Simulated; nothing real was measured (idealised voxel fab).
Process module in this document: voxel self aligned contacts
We display cut, a cross-section 285 nm in width whose square cells are each 5 nm.
Bands, listed from the top down, are how a cross-section gets written in this document; the cross-section itself is a grid of square cells, and a band is one or more rows of them.
Heads up on the band format: heights come first, top then bottom, in nm. After that it's the materials left to right, each with its width in nm. A single material flagged "edge to edge" fills the whole band edge to edge, and "blank" means there's empty space there.
Zero point of the height axis is 0; under it, received wafer = one material. Lowest band: continues down indefinitely, "top 0, no bottom".
It should be noted that a width expressed as "30..40" varies in equal increments from row to row of cells within the band, taking the value of the first number at the top row and that of the second number at the bottom row.
You'll sometimes find "nothing different" written for a step, and that's the way of saying that nowhere in the cross-section did a cell change during that step.
Reported under the label "Closed void table" are the empty spaces having no open way to the top and comprising 8 cells or more; the notation for each is width x height at distance, in which the distance is measured from the left edge and all three values are in nm.
It should be noted that, on the line of a given step, the content following the step's settings is a remark produced by the simulator itself with respect to that step.
Regarding "overlay nm": on a step with a mask, it is the distance the mask lay to the right of its planned place; a negative value places it to the left.
The steps planned for the process are as follows
1: op RECEIVE | material Si
2: op OXIDIZE | depth nm 5
3: op DIRECTIONAL_DEP | material polySi | thk nm 20
4: op DIRECTIONAL_DEP | material SiN | thk nm 20
5: op PATTERN | tone cover | mask id GATE | material resist | width nm 30 | pitch nm 65 | thk nm 20 | overlay nm 0
6: op DIRECTIONAL_ETCH | etch materials SiN | depth nm 20
7: op DIRECTIONAL_ETCH | etch materials polySi | depth nm 20
8: op STRIP | etch materials resist
9: op CONFORMAL_DEP | material SiN | thk nm 10
10: op DIRECTIONAL_ETCH | etch materials SiN | depth nm 10
11: op FILL_DEP | material SiO2 | thk nm 15
12: op CMP | height nm 50
13: op MASKED_ETCH | tone open | mask id CONTACT | width nm 45 | etch materials SiO2 | depth nm 55 | overlay nm 0
14: op CONFORMAL_DEP | material TiN | thk nm 5
15: op FILL_DEP | material W | thk nm 10
16: op CMP | height nm 50
17: op CONFORMAL_DEP | material SiN | thk nm 5
Step 1 complete: cross-section of the wafer as received
- top 0, no bottom = Si edge to edge
- Closed void table: none
The cross-section shown corresponds to the wafer at the conclusion of the module. The initial structure and the process plan are those presented above; however, one mistake occurred in executing the plan
- top 55, bottom 50 = SiN edge to edge
- top 50, bottom 45 = 120 nm SiO2 | 5 nm TiN | 35 nm W | 5 nm TiN | 120 nm SiO2
- top 45, bottom 40 = 120 nm SiO2 | 45 nm TiN | 120 nm SiO2
- top 40, bottom 20 = 80 nm SiO2 | 60 nm SiN | 5 nm TiN | 60 nm SiN | 80 nm SiO2
- top 20, bottom 0 = 80 nm SiO2 | 10 nm SiN | 40 nm polySi | 10 nm SiN | 5 nm TiN | 10 nm SiN | 40 nm polySi | 10 nm SiN | 80 nm SiO2
- top 0, bottom -5 = 140 nm SiO2 | 5 nm TiN | 140 nm SiO2
- top -5, no bottom = Si edge to edge
- Closed void table: none
What went wrong in running the wafer? rather than as planned, step 5 actually ran as op PATTERN | tone cover | mask id GATE | material resist | width nm 40 | pitch nm 65 | thk nm 20 | overlay nm 0
